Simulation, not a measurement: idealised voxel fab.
process module | voxel capacitor over wiring
cross-section cut | 195 nm wide | cells 5 nm
A cross-section is a grid of square cells, given in bands from the top down. A band is one or more rows of cells.
Each band's line starts with the height of the band's top and of its bottom, in nm. Then come its materials from left to right, each with its width in nm. One material with "throughout" fills the band from edge to edge. "air" is empty space.
Height 0 is the level under which the wafer as received is all one material. The lowest band goes on downwards, as in "0 down".
A width such as "30 to 40" changes by the same amount from each row of cells to the next, from the band's top row to its bottom row.
"no change" after a step means that no cell of the cross-section changed.
closed voids: empty space of 8 cells or more with no open way to the top, each as width x height at its distance from the left edge, in nm
after a step's settings: what the simulator itself notes on the step
overlay nm, on a step with a mask: how far to the right of its planned place the mask lay; to the left if negative
Each pair below shows a cross-section before one step and the cross-section after it, down to the lowest band that changed. The line under each pair gives the step between them, with its settings. The pairs can come from different runs of this module on the same starting wafer, so a pair continues from the pair above only where its "before" says so.
before
  0 down: Si throughout
  closed voids: none
after
  10 to 0: SiO2 throughout
  below 0: unchanged
  closed voids: none
the step between: op CONFORMAL_DEP | material SiO2 | thk nm 10
before: the cross-section after the pair above
after
  15 to 10: SiCN throughout
  below 10: unchanged
  closed voids: none
the step between: op CONFORMAL_DEP | material SiCN | thk nm 5
before: the cross-section after the pair above
after
  30 to 15: lowk throughout
  below 15: unchanged
  closed voids: none
the step between: op DIRECTIONAL_DEP | material lowk | thk nm 15
before: the cross-section after the pair above
after
  45 to 30: resist 45 | air 25 | resist 55 | air 25 | resist 45
  below 30: unchanged
  closed voids: none
the step between: op PATTERN | tone open | mask id METAL_1 | material resist | width nm 25 | pitch nm 80 | thk nm 15 | overlay nm 0
before: the cross-section after the pair above
after
  45 to 30: resist 45 | air 25 | resist 55 | air 25 | resist 45
  30 to 15: lowk 45 | air 25 | lowk 55 | air 25 | lowk 45
  below 15: unchanged
  closed voids: none
the step between: op DIRECTIONAL_ETCH | etch materials lowk | depth nm 15
before: the cross-section after the pair above
after
  45 to 30: resist 45 | air 25 | resist 55 | air 25 | resist 45
  30 to 15: lowk 45 | air 25 | lowk 55 | air 25 | lowk 45
  15 to 10: SiCN 45 | air 25 | SiCN 55 | air 25 | SiCN 45
  below 10: unchanged
  closed voids: none
the step between: op DIRECTIONAL_ETCH | etch materials SiCN | depth nm 5
before: the cross-section after the pair above
after
  30 to 15: lowk 45 | air 25 | lowk 55 | air 25 | lowk 45
  below 15: unchanged
  closed voids: none
the step between: op STRIP | etch materials resist
before: the cross-section after the pair above
after
  35 to 30: TiN 50 | air 15 | TiN 65 | air 15 | TiN 50
  30 to 15: lowk 45 | TiN 5 | air 15 | TiN 5 | lowk 55 | TiN 5 | air 15 | TiN 5 | lowk 45
  15 to 10: SiCN 45 | TiN 25 | SiCN 55 | TiN 25 | SiCN 45
  below 10: unchanged
  closed voids: none
the step between: op CONFORMAL_DEP | material TiN | thk nm 5
before: the cross-section after the pair above
after
  45 to 35: Cu throughout
  35 to 30: TiN 50 | Cu 15 | TiN 65 | Cu 15 | TiN 50
  30 to 15: lowk 45 | TiN 5 | Cu 15 | TiN 5 | lowk 55 | TiN 5 | Cu 15 | TiN 5 | lowk 45
  below 15: unchanged
  closed voids: none
the step between: op FILL_DEP | material Cu | thk nm 10
before: the cross-section after the pair above
after
  30 to 15: lowk 45 | TiN 5 | Cu 15 | TiN 5 | lowk 55 | TiN 5 | Cu 15 | TiN 5 | lowk 45
  below 15: unchanged
  closed voids: none
the step between: op CMP | height nm 30
before: the cross-section after the pair above
after
  35 to 30: air 40 | Ru 35 | air 45 | Ru 35 | air 40
  below 30: unchanged
  closed voids: none
the step between: op EPI | material Ru | thk nm 5
before: the cross-section after the pair above
after
  40 to 35: SiCN throughout
  35 to 30: SiCN 40 | Ru 35 | SiCN 45 | Ru 35 | SiCN 40
  below 30: unchanged
  closed voids: none
the step between: op FILL_DEP | material SiCN | thk nm 5
before: the cross-section after the pair above
after
  50 to 40: lowk throughout
  below 40: unchanged
  closed voids: none
the step between: op DIRECTIONAL_DEP | material lowk | thk nm 10
before: the cross-section after the pair above
after
  50 to 40: lowk 55 | air 15 | lowk 125
  below 40: unchanged
  closed voids: none
the step between: op MASKED_ETCH | tone open | mask id PLUG_1 | width nm 15 | etch materials lowk | depth nm 10 | overlay nm 0
before: the cross-section after the pair above
after
  50 to 40: lowk 55 | air 15 | lowk 125
  40 to 35: SiCN 55 | air 15 | SiCN 125
  below 35: unchanged
  closed voids: none
the step between: op MASKED_ETCH | tone open | mask id PLUG_1 | width nm 15 | etch materials SiCN | depth nm 5 | overlay nm 0
before: the cross-section after the pair above
after
  50 to 45: lowk 55 | air 15 | lowk 125
  45 to 40: lowk 55 | Ru 15 | lowk 125
  40 to 35: SiCN 55 | Ru 15 | SiCN 125
  below 35: unchanged
  closed voids: none
the step between: op EPI | material Ru | thk nm 10
before: the cross-section after the pair above
after
  50 to 40: lowk 55 | Ru 15 | lowk 125
  below 40: unchanged
  closed voids: none
the step between: op EPI | material Ru | thk nm 5
before: the cross-section after the pair above
after
  60 to 50: TiN throughout
  below 50: unchanged
  closed voids: none
the step between: op DIRECTIONAL_DEP | material TiN | thk nm 10
before: the cross-section after the pair above
after
  65 to 60: SiN throughout
  below 60: unchanged
  closed voids: none
the step between: op DIRECTIONAL_DEP | material SiN | thk nm 5
before: the cross-section after the pair above
after
  75 to 65: TiN throughout
  below 65: unchanged
  closed voids: none
the step between: op DIRECTIONAL_DEP | material TiN | thk nm 10
before: the cross-section after the pair above
after
  85 to 75: aC throughout
  below 75: unchanged
  closed voids: none
the step between: op DIRECTIONAL_DEP | material aC | thk nm 10
before: the cross-section after the pair above
after
  115 to 85: air 55 | resist 60 | air 80
  below 85: unchanged
  closed voids: none
the step between: op PATTERN | tone cover | mask id UPPER_PLATE | material resist | width nm 60 | thk nm 30 | overlay nm 0
before: the cross-section after the pair above
after
  105 to 85: air 55 | resist 60 | air 80
  85 to 75: air 55 | aC 60 | air 80
  below 75: unchanged
  closed voids: none
the step between: op DIRECTIONAL_ETCH | etch materials aC | depth nm 10
before: the cross-section after the pair above
after
  85 to 75: air 55 | aC 60 | air 80
  below 75: unchanged
  closed voids: none
the step between: op STRIP | etch materials resist
before: the cross-section after the pair above
after
  85 to 75: air 55 | aC 60 | air 80
  75 to 65: air 55 | TiN 60 | air 80
  below 65: unchanged
  closed voids: none
the step between: op DIRECTIONAL_ETCH | etch materials TiN | depth nm 10
before: the cross-section after the pair above
after
  85 to 75: air 55 | aC 60 | air 80
  75 to 65: air 55 | TiN 60 | air 80
  65 to 60: air 55 | SiN 60 | air 80
  below 60: unchanged
  closed voids: none
the step between: op DIRECTIONAL_ETCH | etch materials SiN | depth nm 5
before: the cross-section after the pair above
after
  75 to 65: air 55 | TiN 60 | air 80
  below 65: unchanged
  closed voids: none
the step between: op STRIP | etch materials aC
before: the cross-section after the pair above
after
  75 to 65: air 55 | TiN 60 | air 80
  65 to 60: air 55 | SiN 60 | air 80
  60 to 50: air 50 | TiN 70 | air 75
  below 50: unchanged
  closed voids: none
the step between: op MASKED_ETCH | tone cover | mask id LOWER_PLATE | width nm 70 | etch materials TiN | depth nm 10 | overlay nm 0
before: the cross-section after the pair above
after
  90 to 75: SiO2 throughout
  75 to 65: SiO2 55 | TiN 60 | SiO2 80
  65 to 60: SiO2 55 | SiN 60 | SiO2 80
  60 to 50: SiO2 50 | TiN 70 | SiO2 75
  below 50: unchanged
  closed voids: none
the step between: op FILL_DEP | material SiO2 | thk nm 15
before: the cross-section after the pair above
after
  85 to 75: SiO2 throughout
  below 75: unchanged
  closed voids: none
the step between: op CMP | height nm 85
before: the cross-section after the pair above
after
  105 to 85: resist 65 | air 15 | resist 115
  below 85: unchanged
  closed voids: none
the step between: op PATTERN | tone open | mask id PLUG_2 | material resist | width nm 15 | thk nm 20 | overlay nm 0
before: the cross-section after the pair above
after
  105 to 85: resist 65 | air 15 | resist 115
  85 to 75: SiO2 65 | air 15 | SiO2 115
  below 75: unchanged
  closed voids: none
the step between: op DIRECTIONAL_ETCH | etch materials SiO2 | depth nm 10
before: the cross-section after the pair above
after
  85 to 75: SiO2 65 | air 15 | SiO2 115
  below 75: unchanged
  closed voids: none
the step between: op STRIP | etch materials resist
before: the cross-section after the pair above
after
  90 to 85: TiN 70 | air 5 | TiN 120
  85 to 80: SiO2 65 | TiN 5 | air 5 | TiN 5 | SiO2 115
  80 to 75: SiO2 65 | TiN 15 | SiO2 115
  below 75: unchanged
  closed voids: none
the step between: op CONFORMAL_DEP | material TiN | thk nm 5
before: the cross-section after the pair above
after
  95 to 90: Cu throughout
  90 to 85: TiN 70 | Cu 5 | TiN 120
  85 to 80: SiO2 65 | TiN 5 | Cu 5 | TiN 5 | SiO2 115
  below 80: unchanged
  closed voids: none
the step between: op FILL_DEP | material Cu | thk nm 5
before: the cross-section after the pair above
after
  85 to 80: SiO2 65 | TiN 5 | Cu 5 | TiN 5 | SiO2 115
  below 80: unchanged
  closed voids: none
the step between: op CMP | height nm 85
before: the cross-section after the pair above
after
  90 to 85: SiCN throughout
  below 85: unchanged
  closed voids: none
the step between: op CONFORMAL_DEP | material SiCN | thk nm 5
before
  35 to 30: air 40 | Ru 35 | air 45 | Ru 35 | air 40
  30 to 15: lowk 45 | TiN 5 | Cu 15 | TiN 5 | lowk 55 | TiN 5 | Cu 15 | TiN 5 | lowk 45
  15 to 10: SiCN 45 | TiN 25 | SiCN 55 | TiN 25 | SiCN 45
  10 to 0: SiO2 throughout
  0 down: Si throughout
  closed voids: none
after
  45 to 40: air 40 | lowk 35 | air 45 | lowk 35 | air 40
  40 to 35: lowk throughout
  35 to 30: lowk 40 | Ru 35 | lowk 45 | Ru 35 | lowk 40
  below 30: unchanged
  closed voids: none
the step between: op DIRECTIONAL_DEP | material lowk | thk nm 10
before: the cross-section after the pair above
after
  45 to 40: air 40 | lowk 15 | air 15 | lowk 5 | air 45 | lowk 35 | air 40
  40 to 35: lowk 55 | air 15 | lowk 125
  below 35: unchanged
  closed voids: none
the step between: op MASKED_ETCH | tone open | mask id PLUG_1 | width nm 15 | etch materials lowk | depth nm 10 | overlay nm 0
before: the cross-section after the pair above
after
  45 to 40: air 40 | lowk 15 | Ru 15 | lowk 5 | air 45 | lowk 35 | air 40
  40 to 35: lowk 55 | Ru 15 | lowk 125
  below 35: unchanged
  closed voids: none
the step between: op EPI | material Ru | thk nm 10
before: the cross-section after the pair above
after
  50 to 45: air 50 | Ru 25 | air 120
  below 45: unchanged
  closed voids: none
the step between: op EPI | material Ru | thk nm 5
before: the cross-section after the pair above
after
  60 to 55: air 50 | TiN 25 | air 120
  55 to 50: air 40 | TiN 35 | air 45 | TiN 35 | air 40
  50 to 45: TiN 50 | Ru 25 | TiN 120
  45 to 40: TiN 40 | lowk 15 | Ru 15 | lowk 5 | TiN 45 | lowk 35 | TiN 40
  below 40: unchanged
  closed voids: none
the step between: op DIRECTIONAL_DEP | material TiN | thk nm 10
before: the cross-section after the pair above
after
  65 to 60: air 50 | SiN 25 | air 120
  60 to 55: air 40 | SiN 10 | TiN 25 | air 45 | SiN 35 | air 40
  55 to 50: SiN 40 | TiN 35 | SiN 45 | TiN 35 | SiN 40
  below 50: unchanged
  closed voids: none
the step between: op DIRECTIONAL_DEP | material SiN | thk nm 5
before: the cross-section after the pair above
after
  75 to 70: air 50 | TiN 25 | air 120
  70 to 65: air 40 | TiN 35 | air 45 | TiN 35 | air 40
  65 to 60: TiN 50 | SiN 25 | TiN 120
  60 to 55: TiN 40 | SiN 10 | TiN 70 | SiN 35 | TiN 40
  below 55: unchanged
  closed voids: none
the step between: op DIRECTIONAL_DEP | material TiN | thk nm 10
before: the cross-section after the pair above
after
  85 to 80: air 50 | aC 25 | air 120
  80 to 75: air 40 | aC 35 | air 45 | aC 35 | air 40
  75 to 70: aC 50 | TiN 25 | aC 120
  70 to 65: aC 40 | TiN 35 | aC 45 | TiN 35 | aC 40
  below 65: unchanged
  closed voids: none
the step between: op DIRECTIONAL_DEP | material aC | thk nm 10
before: the cross-section after the pair above
after
  115 to 85: air 55 | resist 60 | air 80
  85 to 80: air 50 | aC 25 | resist 40 | air 80
  80 to 75: air 40 | aC 35 | resist 40 | air 5 | aC 35 | air 40
  below 75: unchanged
  closed voids: none
the step between: op PATTERN | tone cover | mask id UPPER_PLATE | material resist | width nm 60 | thk nm 30 | overlay nm 0
before: the cross-section after the pair above
after
  105 to 85: air 55 | resist 60 | air 80
  85 to 75: air 55 | aC 20 | resist 40 | air 80
  75 to 70: air 50 | TiN 25 | aC 40 | air 80
  70 to 65: air 40 | TiN 35 | aC 40 | air 5 | TiN 35 | air 40
  below 65: unchanged
  closed voids: none
the step between: op DIRECTIONAL_ETCH | etch materials aC | depth nm 10
before: the cross-section after the pair above
after
  85 to 75: air 55 | aC 20 | air 120
  below 75: unchanged
  closed voids: none
the step between: op STRIP | etch materials resist
before: the cross-section after the pair above
after
  85 to 75: air 55 | aC 20 | air 120
  75 to 65: air 55 | TiN 20 | aC 40 | air 80
  65 to 60: air 50 | SiN 25 | TiN 40 | air 80
  60 to 55: air 40 | SiN 10 | TiN 65 | air 5 | SiN 35 | air 40
  below 55: unchanged
  closed voids: none
the step between: op DIRECTIONAL_ETCH | etch materials TiN | depth nm 10
before: the cross-section after the pair above
after
  85 to 75: air 55 | aC 20 | air 120
  75 to 65: air 55 | TiN 20 | aC 40 | air 80
  65 to 60: air 55 | SiN 20 | TiN 40 | air 80
  60 to 55: air 50 | TiN 65 | air 80
  55 to 50: air 40 | TiN 35 | SiN 40 | air 5 | TiN 35 | air 40
  below 50: unchanged
  closed voids: none
the step between: op DIRECTIONAL_ETCH | etch materials SiN | depth nm 5
before: the cross-section after the pair above
after
  75 to 65: air 55 | TiN 20 | air 120
  below 65: unchanged
  closed voids: none
the step between: op STRIP | etch materials aC
before: the cross-section after the pair above
after
  75 to 65: air 55 | TiN 20 | air 120
  65 to 60: air 55 | SiN 20 | TiN 40 | air 80
  60 to 55: air 50 | TiN 65 | air 80
  55 to 50: air 50 | TiN 25 | SiN 40 | air 80
  50 to 45: air 50 | Ru 25 | TiN 45 | air 75
  45 to 40: air 40 | lowk 15 | Ru 15 | lowk 5 | TiN 45 | lowk 35 | air 40
  below 40: unchanged
  closed voids: none
the step between: op MASKED_ETCH | tone cover | mask id LOWER_PLATE | width nm 70 | etch materials TiN | depth nm 10 | overlay nm 0
before: the cross-section after the pair above
after
  90 to 75: SiO2 throughout
  75 to 65: SiO2 55 | TiN 20 | SiO2 120
  65 to 60: SiO2 55 | SiN 20 | TiN 40 | SiO2 80
  60 to 55: SiO2 50 | TiN 65 | SiO2 80
  55 to 50: SiO2 50 | TiN 25 | SiN 40 | SiO2 80
  50 to 45: SiO2 50 | Ru 25 | TiN 45 | SiO2 75
  45 to 40: SiO2 40 | lowk 15 | Ru 15 | lowk 5 | TiN 45 | lowk 35 | SiO2 40
  below 40: unchanged
  closed voids: none
the step between: op FILL_DEP | material SiO2 | thk nm 15
before: the cross-section after the pair above
after
  85 to 75: SiO2 throughout
  below 75: unchanged
  closed voids: none
the step between: op CMP | height nm 85
before: the cross-section after the pair above
after
  105 to 85: resist 65 | air 15 | resist 115
  below 85: unchanged
  closed voids: none
the step between: op PATTERN | tone open | mask id PLUG_2 | material resist | width nm 15 | thk nm 20 | overlay nm 0
before: the cross-section after the pair above
after
  105 to 85: resist 65 | air 15 | resist 115
  85 to 75: SiO2 65 | air 15 | SiO2 115
  below 75: unchanged
  closed voids: none
the step between: op DIRECTIONAL_ETCH | etch materials SiO2 | depth nm 10
before: the cross-section after the pair above
after
  85 to 75: SiO2 65 | air 15 | SiO2 115
  below 75: unchanged
  closed voids: none
the step between: op STRIP | etch materials resist
before: the cross-section after the pair above
after
  90 to 85: TiN 70 | air 5 | TiN 120
  85 to 80: SiO2 65 | TiN 5 | air 5 | TiN 5 | SiO2 115
  80 to 75: SiO2 65 | TiN 15 | SiO2 115
  below 75: unchanged
  closed voids: none
the step between: op CONFORMAL_DEP | material TiN | thk nm 5
before: the cross-section after the pair above
after
  95 to 90: Cu throughout
  90 to 85: TiN 70 | Cu 5 | TiN 120
  85 to 80: SiO2 65 | TiN 5 | Cu 5 | TiN 5 | SiO2 115
  below 80: unchanged
  closed voids: none
the step between: op FILL_DEP | material Cu | thk nm 5
before: the cross-section after the pair above
after
  85 to 80: SiO2 65 | TiN 5 | Cu 5 | TiN 5 | SiO2 115
  below 80: unchanged
  closed voids: none
the step between: op CMP | height nm 85
before: the cross-section after the pair above
after
  90 to 85: SiCN throughout
  below 85: unchanged
  closed voids: none
the step between: op CONFORMAL_DEP | material SiCN | thk nm 5
before
  50 to 45: lowk 55 | air 15 | lowk 125
  45 to 40: lowk 55 | Ru 15 | lowk 125
  40 to 35: SiCN 55 | Ru 15 | SiCN 125
  35 to 30: SiCN 40 | Ru 35 | SiCN 45 | Ru 35 | SiCN 40
  30 to 15: lowk 45 | TiN 5 | Cu 15 | TiN 5 | lowk 55 | TiN 5 | Cu 15 | TiN 5 | lowk 45
  15 to 10: SiCN 45 | TiN 25 | SiCN 55 | TiN 25 | SiCN 45
  10 to 0: SiO2 throughout
  0 down: Si throughout
  closed voids: none
after
  55 to 50: air 50 | Ru 25 | air 120
  50 to 40: lowk 55 | Ru 15 | lowk 125
  below 40: unchanged
  closed voids: none
the step between: op EPI | material Ru | thk nm 10
before: the cross-section after the pair above
after
  60 to 50: air 45 | Ru 35 | air 115
  below 50: unchanged
  closed voids: none
the step between: op EPI | material Ru | thk nm 5
before: the cross-section after the pair above
after
  70 to 60: air 45 | TiN 35 | air 115
  60 to 50: TiN 45 | Ru 35 | TiN 115
  below 50: unchanged
  closed voids: none
the step between: op DIRECTIONAL_DEP | material TiN | thk nm 10
before: the cross-section after the pair above
after
  75 to 70: air 45 | SiN 35 | air 115
  70 to 65: air 45 | TiN 35 | air 115
  65 to 60: SiN 45 | TiN 35 | SiN 115
  below 60: unchanged
  closed voids: none
the step between: op DIRECTIONAL_DEP | material SiN | thk nm 5
before: the cross-section after the pair above
after
  85 to 75: air 45 | TiN 35 | air 115
  75 to 70: TiN 45 | SiN 35 | TiN 115
  70 to 65: TiN throughout
  below 65: unchanged
  closed voids: none
the step between: op DIRECTIONAL_DEP | material TiN | thk nm 10
before: the cross-section after the pair above
after
  95 to 85: air 45 | aC 35 | air 115
  85 to 75: aC 45 | TiN 35 | aC 115
  below 75: unchanged
  closed voids: none
the step between: op DIRECTIONAL_DEP | material aC | thk nm 10
before: the cross-section after the pair above
after
  125 to 95: air 55 | resist 60 | air 80
  95 to 85: air 45 | aC 35 | resist 35 | air 80
  below 85: unchanged
  closed voids: none
the step between: op PATTERN | tone cover | mask id UPPER_PLATE | material resist | width nm 60 | thk nm 30 | overlay nm 0
before: the cross-section after the pair above
after
  115 to 95: air 55 | resist 60 | air 80
  95 to 85: air 55 | aC 25 | resist 35 | air 80
  85 to 75: air 45 | TiN 35 | aC 35 | air 80
  below 75: unchanged
  closed voids: none
the step between: op DIRECTIONAL_ETCH | etch materials aC | depth nm 10
before: the cross-section after the pair above
after
  95 to 85: air 55 | aC 25 | air 115
  below 85: unchanged
  closed voids: none
the step between: op STRIP | etch materials resist
before: the cross-section after the pair above
after
  95 to 85: air 55 | aC 25 | air 115
  85 to 75: air 55 | TiN 25 | aC 35 | air 80
  75 to 70: air 45 | SiN 35 | TiN 35 | air 80
  70 to 65: air 45 | TiN 70 | air 80
  below 65: unchanged
  closed voids: none
the step between: op DIRECTIONAL_ETCH | etch materials TiN | depth nm 10
before: the cross-section after the pair above
after
  95 to 85: air 55 | aC 25 | air 115
  85 to 75: air 55 | TiN 25 | aC 35 | air 80
  75 to 70: air 55 | SiN 25 | TiN 35 | air 80
  70 to 65: air 45 | TiN 70 | air 80
  65 to 60: air 45 | TiN 35 | SiN 35 | air 80
  below 60: unchanged
  closed voids: none
the step between: op DIRECTIONAL_ETCH | etch materials SiN | depth nm 5
before: the cross-section after the pair above
after
  85 to 75: air 55 | TiN 25 | air 115
  below 75: unchanged
  closed voids: none
the step between: op STRIP | etch materials aC
before: the cross-section after the pair above
after
  85 to 75: air 55 | TiN 25 | air 115
  75 to 70: air 55 | SiN 25 | TiN 35 | air 80
  70 to 65: air 50 | TiN 65 | air 80
  65 to 60: air 50 | TiN 30 | SiN 35 | air 80
  60 to 50: air 45 | Ru 35 | TiN 40 | air 75
  below 50: unchanged
  closed voids: none
the step between: op MASKED_ETCH | tone cover | mask id LOWER_PLATE | width nm 70 | etch materials TiN | depth nm 10 | overlay nm 0
before: the cross-section after the pair above
after
  100 to 85: SiO2 throughout
  85 to 75: SiO2 55 | TiN 25 | SiO2 115
  75 to 70: SiO2 55 | SiN 25 | TiN 35 | SiO2 80
  70 to 65: SiO2 50 | TiN 65 | SiO2 80
  65 to 60: SiO2 50 | TiN 30 | SiN 35 | SiO2 80
  60 to 50: SiO2 45 | Ru 35 | TiN 40 | SiO2 75
  below 50: unchanged
  closed voids: none
the step between: op FILL_DEP | material SiO2 | thk nm 15
before: the cross-section after the pair above
after
  85 to 75: SiO2 55 | TiN 25 | SiO2 115
  below 75: unchanged
  closed voids: none
the step between: op CMP | height nm 85
before: the cross-section after the pair above
after
  105 to 85: resist 65 | air 15 | resist 115
  below 85: unchanged
  closed voids: none
the step between: op PATTERN | tone open | mask id PLUG_2 | material resist | width nm 15 | thk nm 20 | overlay nm 0
before: the cross-section after the pair above
after
  85 to 75: SiO2 55 | TiN 25 | SiO2 115
  below 75: unchanged
  closed voids: none
the step between: op STRIP | etch materials resist
before: the cross-section after the pair above
after
  90 to 85: TiN throughout
  below 85: unchanged
  closed voids: none
the step between: op CONFORMAL_DEP | material TiN | thk nm 5
before: the cross-section after the pair above
after
  95 to 90: Cu throughout
  below 90: unchanged
  closed voids: none
the step between: op FILL_DEP | material Cu | thk nm 5
before: the cross-section after the pair above
after
  85 to 75: SiO2 55 | TiN 25 | SiO2 115
  below 75: unchanged
  closed voids: none
the step between: op CMP | height nm 85
before: the cross-section after the pair above
after
  90 to 85: SiCN throughout
  below 85: unchanged
  closed voids: none
the step between: op CONFORMAL_DEP | material SiCN | thk nm 5
before
  60 to 50: TiN throughout
  50 to 40: lowk 55 | Ru 15 | lowk 125
  40 to 35: SiCN 55 | Ru 15 | SiCN 125
  35 to 30: SiCN 40 | Ru 35 | SiCN 45 | Ru 35 | SiCN 40
  30 to 15: lowk 45 | TiN 5 | Cu 15 | TiN 5 | lowk 55 | TiN 5 | Cu 15 | TiN 5 | lowk 45
  15 to 10: SiCN 45 | TiN 25 | SiCN 55 | TiN 25 | SiCN 45
  10 to 0: SiO2 throughout
  0 down: Si throughout
  closed voids: none
after
  70 to 50: TiN throughout
  below 50: unchanged
  closed voids: none
the step between: op DIRECTIONAL_DEP | material TiN | thk nm 10
before: the cross-section after the pair above
after
  75 to 70: SiN throughout
  below 70: unchanged
  closed voids: none
the step between: op DIRECTIONAL_DEP | material SiN | thk nm 5
before: the cross-section after the pair above
after
  85 to 75: aC throughout
  below 75: unchanged
  closed voids: none
the step between: op DIRECTIONAL_DEP | material aC | thk nm 10
before: the cross-section after the pair above
after
  115 to 85: air 55 | resist 60 | air 80
  below 85: unchanged
  closed voids: none
the step between: op PATTERN | tone cover | mask id UPPER_PLATE | material resist | width nm 60 | thk nm 30 | overlay nm 0
before: the cross-section after the pair above
after
  105 to 85: air 55 | resist 60 | air 80
  85 to 75: air 55 | aC 60 | air 80
  below 75: unchanged
  closed voids: none
the step between: op DIRECTIONAL_ETCH | etch materials aC | depth nm 10
before: the cross-section after the pair above
after
  85 to 75: air 55 | aC 60 | air 80
  below 75: unchanged
  closed voids: none
the step between: op STRIP | etch materials resist
before: the cross-section after the pair above
after
  85 to 75: air 55 | aC 60 | air 80
  75 to 70: air 55 | SiN 60 | air 80
  below 70: unchanged
  closed voids: none
the step between: op DIRECTIONAL_ETCH | etch materials SiN | depth nm 5
before: the cross-section after the pair above
after
  75 to 70: air 55 | SiN 60 | air 80
  below 70: unchanged
  closed voids: none
the step between: op STRIP | etch materials aC
before: the cross-section after the pair above
after
  75 to 70: air 55 | SiN 60 | air 80
  70 to 60: air 50 | TiN 70 | air 75
  below 60: unchanged
  closed voids: none
the step between: op MASKED_ETCH | tone cover | mask id LOWER_PLATE | width nm 70 | etch materials TiN | depth nm 10 | overlay nm 0
before: the cross-section after the pair above
after
  90 to 75: SiO2 throughout
  75 to 70: SiO2 55 | SiN 60 | SiO2 80
  70 to 60: SiO2 50 | TiN 70 | SiO2 75
  below 60: unchanged
  closed voids: none
the step between: op FILL_DEP | material SiO2 | thk nm 15
before: the cross-section after the pair above
after
  85 to 75: SiO2 throughout
  below 75: unchanged
  closed voids: none
the step between: op CMP | height nm 85
before: the cross-section after the pair above
after
  105 to 85: resist 65 | air 15 | resist 115
  below 85: unchanged
  closed voids: none
the step between: op PATTERN | tone open | mask id PLUG_2 | material resist | width nm 15 | thk nm 20 | overlay nm 0
before: the cross-section after the pair above
after
  105 to 85: resist 65 | air 15 | resist 115
  85 to 75: SiO2 65 | air 15 | SiO2 115
  below 75: unchanged
  closed voids: none
the step between: op DIRECTIONAL_ETCH | etch materials SiO2 | depth nm 10
before: the cross-section after the pair above
after
  85 to 75: SiO2 65 | air 15 | SiO2 115
  below 75: unchanged
  closed voids: none
the step between: op STRIP | etch materials resist
before: the cross-section after the pair above
after
  90 to 85: TiN 70 | air 5 | TiN 120
  85 to 80: SiO2 65 | TiN 5 | air 5 | TiN 5 | SiO2 115
  80 to 75: SiO2 65 | TiN 15 | SiO2 115
  below 75: unchanged
  closed voids: none
the step between: op CONFORMAL_DEP | material TiN | thk nm 5
before: the cross-section after the pair above
after
  95 to 90: Cu throughout
  90 to 85: TiN 70 | Cu 5 | TiN 120
  85 to 80: SiO2 65 | TiN 5 | Cu 5 | TiN 5 | SiO2 115
  below 80: unchanged
  closed voids: none
the step between: op FILL_DEP | material Cu | thk nm 5
before: the cross-section after the pair above
after
  85 to 80: SiO2 65 | TiN 5 | Cu 5 | TiN 5 | SiO2 115
  below 80: unchanged
  closed voids: none
the step between: op CMP | height nm 85
before: the cross-section after the pair above
after
  90 to 85: SiCN throughout
  below 85: unchanged
  closed voids: none
the step between: op CONFORMAL_DEP | material SiCN | thk nm 5
before
  10 to 0: SiO2 throughout
  0 down: Si throughout
  closed voids: none
after
  25 to 10: SiCN throughout
  below 10: unchanged
  closed voids: none
the step between: op CONFORMAL_DEP | material SiCN | thk nm 15
before: the cross-section after the pair above
after
  40 to 25: lowk throughout
  below 25: unchanged
  closed voids: none
the step between: op DIRECTIONAL_DEP | material lowk | thk nm 15
before: the cross-section after the pair above
after
  55 to 40: resist 45 | air 25 | resist 55 | air 25 | resist 45
  below 40: unchanged
  closed voids: none
the step between: op PATTERN | tone open | mask id METAL_1 | material resist | width nm 25 | pitch nm 80 | thk nm 15 | overlay nm 0
before: the cross-section after the pair above
after
  55 to 40: resist 45 | air 25 | resist 55 | air 25 | resist 45
  40 to 25: lowk 45 | air 25 | lowk 55 | air 25 | lowk 45
  below 25: unchanged
  closed voids: none
the step between: op DIRECTIONAL_ETCH | etch materials lowk | depth nm 15
before: the cross-section after the pair above
after
  55 to 40: resist 45 | air 25 | resist 55 | air 25 | resist 45
  40 to 25: lowk 45 | air 25 | lowk 55 | air 25 | lowk 45
  25 to 20: SiCN 45 | air 25 | SiCN 55 | air 25 | SiCN 45
  below 20: unchanged
  closed voids: none
the step between: op DIRECTIONAL_ETCH | etch materials SiCN | depth nm 5
before: the cross-section after the pair above
after
  40 to 25: lowk 45 | air 25 | lowk 55 | air 25 | lowk 45
  below 25: unchanged
  closed voids: none
the step between: op STRIP | etch materials resist
before: the cross-section after the pair above
after
  45 to 40: TiN 50 | air 15 | TiN 65 | air 15 | TiN 50
  40 to 25: lowk 45 | TiN 5 | air 15 | TiN 5 | lowk 55 | TiN 5 | air 15 | TiN 5 | lowk 45
  25 to 20: SiCN 45 | TiN 25 | SiCN 55 | TiN 25 | SiCN 45
  below 20: unchanged
  closed voids: none
the step between: op CONFORMAL_DEP | material TiN | thk nm 5
before: the cross-section after the pair above
after
  55 to 45: Cu throughout
  45 to 40: TiN 50 | Cu 15 | TiN 65 | Cu 15 | TiN 50
  40 to 25: lowk 45 | TiN 5 | Cu 15 | TiN 5 | lowk 55 | TiN 5 | Cu 15 | TiN 5 | lowk 45
  below 25: unchanged
  closed voids: none
the step between: op FILL_DEP | material Cu | thk nm 10
before: the cross-section after the pair above
after
  30 to 25: lowk 45 | TiN 5 | Cu 15 | TiN 5 | lowk 55 | TiN 5 | Cu 15 | TiN 5 | lowk 45
  below 25: unchanged
  closed voids: none
the step between: op CMP | height nm 30
before: the cross-section after the pair above
after
  35 to 30: air 40 | Ru 35 | air 45 | Ru 35 | air 40
  below 30: unchanged
  closed voids: none
the step between: op EPI | material Ru | thk nm 5
before: the cross-section after the pair above
after
  40 to 35: SiCN throughout
  35 to 30: SiCN 40 | Ru 35 | SiCN 45 | Ru 35 | SiCN 40
  below 30: unchanged
  closed voids: none
the step between: op FILL_DEP | material SiCN | thk nm 5
before: the cross-section after the pair above
after
  50 to 40: lowk throughout
  below 40: unchanged
  closed voids: none
the step between: op DIRECTIONAL_DEP | material lowk | thk nm 10
before: the cross-section after the pair above
after
  50 to 40: lowk 55 | air 15 | lowk 125
  below 40: unchanged
  closed voids: none
the step between: op MASKED_ETCH | tone open | mask id PLUG_1 | width nm 15 | etch materials lowk | depth nm 10 | overlay nm 0
before: the cross-section after the pair above
after
  50 to 40: lowk 55 | air 15 | lowk 125
  40 to 35: SiCN 55 | air 15 | SiCN 125
  below 35: unchanged
  closed voids: none
the step between: op MASKED_ETCH | tone open | mask id PLUG_1 | width nm 15 | etch materials SiCN | depth nm 5 | overlay nm 0
before: the cross-section after the pair above
after
  50 to 45: lowk 55 | air 15 | lowk 125
  45 to 40: lowk 55 | Ru 15 | lowk 125
  40 to 35: SiCN 55 | Ru 15 | SiCN 125
  below 35: unchanged
  closed voids: none
the step between: op EPI | material Ru | thk nm 10
before: the cross-section after the pair above
after
  50 to 40: lowk 55 | Ru 15 | lowk 125
  below 40: unchanged
  closed voids: none
the step between: op EPI | material Ru | thk nm 5
